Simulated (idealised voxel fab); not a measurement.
process module | voxel gate over fins
cross-section cut | 140 nm wide | cells 5 nm
A cross-section is a grid of square cells, given in bands from the top down. A band is one or more rows of cells.
Each band's line starts with the height of the band's top and of its bottom, in nm. Then come its materials from left to right, each with its width in nm. One material with "throughout" fills the band from edge to edge. "air" is empty space.
Height 0 is the level under which the wafer as received is all one material. The lowest band goes on downwards, as in "0 down".
A width such as "30 to 40" changes by the same amount from each row of cells to the next, from the band's top row to its bottom row.
"no change" after a step means that no cell of the cross-section changed.
closed voids: empty space of 8 cells or more with no open way to the top, each as width x height at its distance from the left edge, in nm
after a step's settings: what the simulator itself notes on the step
overlay nm, on a step with a mask: how far to the right of its planned place the mask lay; to the left if negative
plan
1 op RECEIVE | material Si
2 op CONFORMAL_DEP | material SiN | thk nm 5
3 op DIRECTIONAL_DEP | material aC | thk nm 15
4 op PATTERN | tone cover | mask id FINS | material resist | width nm 15 | pitch nm 45 | thk nm 30 | overlay nm 0
5 op DIRECTIONAL_ETCH | etch materials aC | depth nm 15
6 op STRIP | etch materials resist
7 op DIRECTIONAL_ETCH | etch materials SiN | depth nm 5
8 op DIRECTIONAL_ETCH | etch materials Si | depth nm 40
9 op STRIP | etch materials aC
10 op FILL_DEP | material SiO2 | thk nm 15
11 op CMP | height nm 5
12 op SELECTIVE_ETCH | etch materials SiO2 | depth nm 20
13 op STRIP | etch materials SiN
14 op CONFORMAL_DEP | material HfO2 | thk nm 5
15 op CONFORMAL_DEP | material TiN | thk nm 5
16 op FILL_DEP | material W | thk nm 10
17 op CMP | height nm 15
18 op CONFORMAL_DEP | material SiCN | thk nm 5
as received, after step 1
  0 down: Si throughout
  closed voids: none
a wafer at the end: this start, this plan, one mistake
  20 to 15: SiCN throughout
  15 to 10: W throughout
  10 to 5: TiN throughout
  5 to 0: HfO2 45 | TiN 5 | HfO2 40 | TiN 5 | HfO2 45
  0 to -10: Si 40 | HfO2 5 | TiN 5 | HfO2 5 | Si 30 | HfO2 5 | TiN 5 | HfO2 5 | Si 40
  -10 to -15: Si 40 | HfO2 15 | Si 30 | HfO2 15 | Si 40
  -15 to -40: Si 40 | SiO2 15 | Si 30 | SiO2 15 | Si 40
  -40 down: Si throughout
  closed voids: none
what went wrong: step 4 ran as: op PATTERN | tone open | mask id FINS | material resist | width nm 15 | pitch nm 45 | thk nm 30 | overlay nm 0
